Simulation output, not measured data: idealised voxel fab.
The name of this process module is voxel fin reveal.
We display cut, a cross-section 290 nm in width whose square cells are each 5 nm.
A cross-section is written here as square cells arranged in a grid, and it is given in bands from the top down, each band taking up one or more rows of cells. A band entry consists of two parts. The first gives the height of the band's top and the height of its bottom, in nm. The rest lists the band's materials from left to right, each with its width in nm. A single material labelled with the word "full width" fills the band from edge to edge, and the word "air" marks empty space. It should be noted that heights are counted from 0, beneath which the wafer as supplied is of one material throughout, and that the lowest band possesses no lower boundary but continues downward, as written in "top 0, no bottom". Read "30..40" as a graded width: first number on top, second number at the bottom, same change between each pair of neighbouring rows. You'll sometimes find "nothing got changed" written for a step, and that's the way of saying that nowhere in the cross-section did a cell change during that step. If an empty space has no open way to the top and is at least 8 cells in size, "Enclosed void inventory" lists it, written width x height at distance, where distance is measured from the left edge and every value is in nm. Post-settings text on a step line: simulator's own remark regarding the step. overlay nm: how far to the right of its planned place the mask lay on this masked step (negative: to the left).
[Below is the list of planned process steps]
1: RECEIVE [material Si]
2: CONFORMAL_DEP [material SiN] [thk nm 10]
3: PATTERN [tone cover] [mask id FINS] [material resist] [width nm 15] [pitch nm 40] [thk nm 15] [overlay nm 0]
4: DIRECTIONAL_ETCH [etch materials SiN] [depth nm 10]
5: DIRECTIONAL_ETCH [etch materials Si] [depth nm 35]
6: STRIP [etch materials resist]
7: OXIDIZE [depth nm 5]
8: FILL_DEP [material SiO2] [thk nm 5]
9: CMP [height nm 10]
10: SELECTIVE_ETCH [etch materials SiO2] [depth nm 25]
11: STRIP [etch materials SiN]
12: CONFORMAL_DEP [material HfO2] [thk nm 5]
[This is the cross-section of the wafer as we received it, i.e. after step 1]
  top 0, no bottom | Si full width
  Enclosed void inventory: none
[Starting wafer: above. Plan: above. Run: one mistake. Cross-section after the module: below]
  top 5, bottom 0 | air=110, then HfO2=25, then air=15, then HfO2=25, then air=115
  top 0, bottom -30 | air=110, then HfO2=5, then SiO2=5, then Si=5, then SiO2=5, then HfO2=5, then air=15, then HfO2=5, then SiO2=5, then Si=5, then SiO2=5, then HfO2=5, then air=115
  top -30, bottom -35 | HfO2=115, then SiO2=5, then Si=5, then SiO2=5, then HfO2=25, then SiO2=5, then Si=5, then SiO2=5, then HfO2=120
  top -35, bottom -40 | SiO2=120, then Si=5, then SiO2=35, then Si=5, then SiO2=125
  top -40, no bottom | Si full width
  Enclosed void inventory: none
Misprocessing identified: heads up, step 8 didn't go per plan, it actually ran as FILL_DEP [material SiN] [thk nm 5]
